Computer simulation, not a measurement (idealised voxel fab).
You're looking at the process module voxel self aligned contacts.
The cross-section shown here is cut; it is 285 nm wide and divided into square cells measuring 5 nm on a side.
Reading order for cross-sections: top band down to bottom band. Underlying form: a grid of square cells. Band size: one or more rows of cells.
Heights first: top, then bottom, in nm. Then materials, left to right, each with a width in nm. "full width" on a single material: fills the band edge to edge. "empty": empty space.
Measure heights from 0. That's the level where, below it, the as-received wafer is all one material. The lowest band is bottomless and extends downward; write it as in "0 down".
Graded width ("30->40"): value in top row of band = first number; value in bottom row = second number; row-to-row change constant.
"all unchanged" means the step left every cell of the cross-section as it was.
If an empty space has no open way to the top and is at least 8 cells in size, "Closed void inventory" lists it, written width x height at distance, where distance is measured from the left edge and every value is in nm.
If you see something after the settings on a step's line, that's the simulator's own remark about that step.
overlay nm: mask offset rightward from planned place, masked step; negative means leftward offset.

### The steps planned for the process are as follows
step 1: RECEIVE with material Si
step 2: CONFORMAL_DEP with material SiO2, thk nm 5
step 3: DIRECTIONAL_DEP with material polySi, thk nm 25
step 4: DIRECTIONAL_DEP with material SiN, thk nm 15
step 5: DIRECTIONAL_DEP with material aC, thk nm 15
step 6: PATTERN with tone cover, mask id GATE, material resist, width nm 35, pitch nm 60, thk nm 30, overlay nm 0
step 7: DIRECTIONAL_ETCH with etch materials aC, depth nm 5
step 8: STRIP with etch materials resist
step 9: DIRECTIONAL_ETCH with etch materials SiN, depth nm 15
step 10: DIRECTIONAL_ETCH with etch materials polySi, depth nm 25
step 11: STRIP with etch materials aC
step 12: CONFORMAL_DEP with material SiN, thk nm 5
step 13: DIRECTIONAL_ETCH with etch materials SiN, depth nm 5
step 14: FILL_DEP with material SiO2, thk nm 15
step 15: CMP with height nm 55
step 16: DIRECTIONAL_DEP with material aC, thk nm 15
step 17: PATTERN with tone open, mask id CONTACT, material resist, width nm 45, pitch nm 60, thk nm 35, overlay nm 0
step 18: DIRECTIONAL_ETCH with etch materials aC, depth nm 15
step 19: STRIP with etch materials resist
step 20: DIRECTIONAL_ETCH with etch materials SiO2, depth nm 55
step 21: STRIP with etch materials aC
step 22: CONFORMAL_DEP with material TiN, thk nm 5
step 23: FILL_DEP with material Ru, thk nm 5
step 24: CMP with height nm 55
step 25: CONFORMAL_DEP with material SiCN, thk nm 5
Keep in mind the plan's value for the depth nm of step 7 comes from the first wafer; the wafers don't share that setting, but they do share the same starting point.

### So this is the first of several wafers, cross-sectioned as it came to us, meaning it's at the end of step 1
  0 down = Si full width
  Closed void inventory: none

### Quick look at the cross-section of the first of several wafers after step 25, which wraps up the module
  60 to 55 = SiCN full width
  55 to 50 = SiO2 90 nm  TiN 5 nm  Ru 35 nm  TiN 5 nm  SiO2 15 nm  TiN 5 nm  Ru 35 nm  TiN 5 nm  SiO2 90 nm
  50 to 45 = SiO2 90 nm  TiN 45 nm  SiO2 15 nm  TiN 45 nm  SiO2 90 nm
  45 to 30 = SiN full width
  30 to 5 = polySi full width
  5 to 0 = SiO2 full width
  0 down = Si full width
  Closed void inventory: none

### Cross-sectional view of the final wafer of several at the module's end
  60 to 55 = SiCN full width
  55 to 45 = SiO2 90 nm  TiN 5->20 nm  Ru 35->5 nm  TiN 5->20 nm  SiO2 15 nm  TiN 5->20 nm  Ru 35->5 nm  TiN 5->20 nm  SiO2 90 nm
  45 to 30 = SiO2 60 nm  SiN 45 nm  TiN 5 nm  Ru 5 nm  TiN 5 nm  SiN 45 nm  TiN 5 nm  Ru 5 nm  TiN 5 nm  SiN 45 nm  SiO2 60 nm
  30 to 5 = SiO2 60 nm  SiN 5 nm  polySi 35 nm  SiN 5 nm  TiN 5 nm  Ru 5 nm  TiN 5 nm  SiN 5 nm  polySi 35 nm  SiN 5 nm  TiN 5 nm  Ru 5 nm  TiN 5 nm  SiN 5 nm  polySi 35 nm  SiN 5 nm  SiO2 60 nm
  5 to 0 = SiO2 105 nm  TiN 15 nm  SiO2 45 nm  TiN 15 nm  SiO2 105 nm
  0 down = Si full width
  Closed void inventory: none

### Take any row and you have a wafer at the end of the module: how many cells of each material it has gained (+) or lost (-) since it was received, and then its closed voids
depth nm 5 | +14 Ru | +57 SiCN | +171 SiN | +135 SiO2 | +22 TiN | +285 polySi | Closed void inventory: none
depth nm 10 | +14 Ru | +57 SiCN | +171 SiN | +135 SiO2 | +22 TiN | +285 polySi | Closed void inventory: none
depth nm 15 | +32 Ru | +57 SiCN | +111 SiN | +321 SiO2 | +58 TiN | +105 polySi | Closed void inventory: none
depth nm 20 | +32 Ru | +57 SiCN | +111 SiN | +321 SiO2 | +58 TiN | +105 polySi | Closed void inventory: none
depth nm 25 | +32 Ru | +57 SiCN | +111 SiN | +321 SiO2 | +58 TiN | +105 polySi | Closed void inventory: none
depth nm 30 | +32 Ru | +57 SiCN | +111 SiN | +321 SiO2 | +58 TiN | +105 polySi | Closed void inventory: none
